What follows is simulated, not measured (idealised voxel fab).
process module | voxel gate over fins
cross-section cut | 150 nm wide | cells 5 nm
A cross-section is a grid of square cells, given in bands from the top down. A band is one or more rows of cells.
Each band's line starts with the height of the band's top and of its bottom, in nm. Then come its materials from left to right, each with its width in nm. One material with "throughout" fills the band from edge to edge. "air" is empty space.
Height 0 is the level under which the wafer as received is all one material. The lowest band goes on downwards, as in "0 down".
A width such as "30 to 40" changes by the same amount from each row of cells to the next, from the band's top row to its bottom row.
"no change" after a step means that no cell of the cross-section changed.
closed voids: empty space of 8 cells or more with no open way to the top, each as width x height at its distance from the left edge, in nm
after a step's settings: what the simulator itself notes on the step
overlay nm, on a step with a mask: how far to the right of its planned place the mask lay; to the left if negative
plan
1 op RECEIVE | material Si
2 op CONFORMAL_DEP | material SiN | thk nm 10
3 op DIRECTIONAL_DEP | material aC | thk nm 10
4 op PATTERN | tone cover | mask id FINS | material resist | width nm 15 | pitch nm 35 | thk nm 25 | overlay nm 0
5 op DIRECTIONAL_ETCH | etch materials aC | depth nm 10
6 op STRIP | etch materials resist
7 op DIRECTIONAL_ETCH | etch materials SiN | depth nm 10
8 op DIRECTIONAL_ETCH | etch materials Si | depth nm 35
9 op STRIP | etch materials aC
10 op FILL_DEP | material SiO2 | thk nm 10
11 op CMP | height nm 10
12 op SELECTIVE_ETCH | etch materials SiO2 | depth nm 20
13 op STRIP | etch materials SiN
14 op CONFORMAL_DEP | material HfO2 | thk nm 5
15 op CONFORMAL_DEP | material TiN | thk nm 5
16 op FILL_DEP | material W | thk nm 15
17 op CMP | height nm 20
18 op CONFORMAL_DEP | material SiCN | thk nm 5
first wafer, as planned
as received, after step 1
  0 down: Si throughout
  closed voids: none
after step 2
  10 to 0: SiN throughout
  below 0: unchanged
after step 3
  20 to 10: aC throughout
  below 10: unchanged
after step 4
  45 to 20: air 15 | resist 15 | air 20 | resist 15 | air 20 | resist 15 | air 20 | resist 15 | air 15
  below 20: unchanged
after step 5
  35 to 20: air 15 | resist 15 | air 20 | resist 15 | air 20 | resist 15 | air 20 | resist 15 | air 15
  20 to 10: air 15 | aC 15 | air 20 | aC 15 | air 20 | aC 15 | air 20 | aC 15 | air 15
  below 10: unchanged
after step 6
  20 to 10: air 15 | aC 15 | air 20 | aC 15 | air 20 | aC 15 | air 20 | aC 15 | air 15
  below 10: unchanged
after step 7
  20 to 10: air 15 | aC 15 | air 20 | aC 15 | air 20 | aC 15 | air 20 | aC 15 | air 15
  10 to 0: air 15 | SiN 15 | air 20 | SiN 15 | air 20 | SiN 15 | air 20 | SiN 15 | air 15
  below 0: unchanged
after step 8
  20 to 10: air 15 | aC 15 | air 20 | aC 15 | air 20 | aC 15 | air 20 | aC 15 | air 15
  10 to 0: air 15 | SiN 15 | air 20 | SiN 15 | air 20 | SiN 15 | air 20 | SiN 15 | air 15
  0 to -35: air 15 | Si 15 | air 20 | Si 15 | air 20 | Si 15 | air 20 | Si 15 | air 15
  below -35: unchanged
after step 9
  10 to 0: air 15 | SiN 15 | air 20 | SiN 15 | air 20 | SiN 15 | air 20 | SiN 15 | air 15
  below 0: unchanged
after step 10
  20 to 10: SiO2 throughout
  10 to 0: SiO2 15 | SiN 15 | SiO2 20 | SiN 15 | SiO2 20 | SiN 15 | SiO2 20 | SiN 15 | SiO2 15
  0 to -35: SiO2 15 | Si 15 | SiO2 20 | Si 15 | SiO2 20 | Si 15 | SiO2 20 | Si 15 | SiO2 15
  below -35: unchanged
after step 11
  10 to 0: SiO2 15 | SiN 15 | SiO2 20 | SiN 15 | SiO2 20 | SiN 15 | SiO2 20 | SiN 15 | SiO2 15
  below 0: unchanged
after step 12
  10 to 0: air 15 | SiN 15 | air 20 | SiN 15 | air 20 | SiN 15 | air 20 | SiN 15 | air 15
  0 to -10: air 15 | Si 15 | air 20 | Si 15 | air 20 | Si 15 | air 20 | Si 15 | air 15
  below -10: unchanged
after step 13
  0 to -10: air 15 | Si 15 | air 20 | Si 15 | air 20 | Si 15 | air 20 | Si 15 | air 15
  below -10: unchanged
after step 14
  5 to 0: air 10 | HfO2 25 | air 10 | HfO2 25 | air 10 | HfO2 25 | air 10 | HfO2 25 | air 10
  0 to -5: air 10 | HfO2 5 | Si 15 | HfO2 5 | air 10 | HfO2 5 | Si 15 | HfO2 5 | air 10 | HfO2 5 | Si 15 | HfO2 5 | air 10 | HfO2 5 | Si 15 | HfO2 5 | air 10
  -5 to -10: HfO2 15 | Si 15 | HfO2 20 | Si 15 | HfO2 20 | Si 15 | HfO2 20 | Si 15 | HfO2 15
  below -10: unchanged
after step 15
  10 to 5: air 5 | TiN 140 | air 5
  5 to 0: air 5 | TiN 5 | HfO2 25 | TiN 10 | HfO2 25 | TiN 10 | HfO2 25 | TiN 10 | HfO2 25 | TiN 5 | air 5
  0 to -5: TiN 10 | HfO2 5 | Si 15 | HfO2 5 | TiN 10 | HfO2 5 | Si 15 | HfO2 5 | TiN 10 | HfO2 5 | Si 15 | HfO2 5 | TiN 10 | HfO2 5 | Si 15 | HfO2 5 | TiN 10
  below -5: unchanged
after step 16
  25 to 10: W throughout
  10 to 5: W 5 | TiN 140 | W 5
  5 to 0: W 5 | TiN 5 | HfO2 25 | TiN 10 | HfO2 25 | TiN 10 | HfO2 25 | TiN 10 | HfO2 25 | TiN 5 | W 5
  below 0: unchanged
after step 17
  20 to 10: W throughout
  below 10: unchanged
after step 18
  25 to 20: SiCN throughout
  below 20: unchanged
second wafer: like start, like plan, one mistake. Through step 11 it matches the first wafer
when step 12 should have ended
  10 to 0: air 15 | SiN 15 | air 20 | SiN 15 | air 20 | SiN 15 | air 20 | SiN 15 | air 15
  0 to -30: air 15 | Si 15 | air 20 | Si 15 | air 20 | Si 15 | air 20 | Si 15 | air 15
  below -30: unchanged
when step 13 should have ended
  0 to -30: air 15 | Si 15 | air 20 | Si 15 | air 20 | Si 15 | air 20 | Si 15 | air 15
  below -30: unchanged
when step 14 should have ended
  5 to 0: air 10 | HfO2 25 | air 10 | HfO2 25 | air 10 | HfO2 25 | air 10 | HfO2 25 | air 10
  0 to -25: air 10 | HfO2 5 | Si 15 | HfO2 5 | air 10 | HfO2 5 | Si 15 | HfO2 5 | air 10 | HfO2 5 | Si 15 | HfO2 5 | air 10 | HfO2 5 | Si 15 | HfO2 5 | air 10
  -25 to -30: HfO2 15 | Si 15 | HfO2 20 | Si 15 | HfO2 20 | Si 15 | HfO2 20 | Si 15 | HfO2 15
  below -30: unchanged
when step 15 should have ended
  10 to 5: air 5 | TiN 140 | air 5
  5 to 0: air 5 | TiN 5 | HfO2 25 | TiN 10 | HfO2 25 | TiN 10 | HfO2 25 | TiN 10 | HfO2 25 | TiN 5 | air 5
  0 to -20: air 5 | TiN 5 | HfO2 5 | Si 15 | HfO2 5 | TiN 10 | HfO2 5 | Si 15 | HfO2 5 | TiN 10 | HfO2 5 | Si 15 | HfO2 5 | TiN 10 | HfO2 5 | Si 15 | HfO2 5 | TiN 5 | air 5
  -20 to -25: TiN 10 | HfO2 5 | Si 15 | HfO2 5 | TiN 10 | HfO2 5 | Si 15 | HfO2 5 | TiN 10 | HfO2 5 | Si 15 | HfO2 5 | TiN 10 | HfO2 5 | Si 15 | HfO2 5 | TiN 10
  below -25: unchanged
when step 16 should have ended
  25 to 10: W throughout
  10 to 5: W 5 | TiN 140 | W 5
  5 to 0: W 5 | TiN 5 | HfO2 25 | TiN 10 | HfO2 25 | TiN 10 | HfO2 25 | TiN 10 | HfO2 25 | TiN 5 | W 5
  0 to -20: W 5 | TiN 5 | HfO2 5 | Si 15 | HfO2 5 | TiN 10 | HfO2 5 | Si 15 | HfO2 5 | TiN 10 | HfO2 5 | Si 15 | HfO2 5 | TiN 10 | HfO2 5 | Si 15 | HfO2 5 | TiN 5 | W 5
  below -20: unchanged
when step 17 should have ended
  20 to 10: W throughout
  below 10: unchanged
when step 18 should have ended
  25 to 20: SiCN throughout
  below 20: unchanged
what went wrong: step 12 was run twice
at the end the second wafer has, in cells: 32 more of HfO2 | 72 fewer of SiO2 | 32 more of TiN | 8 more of W
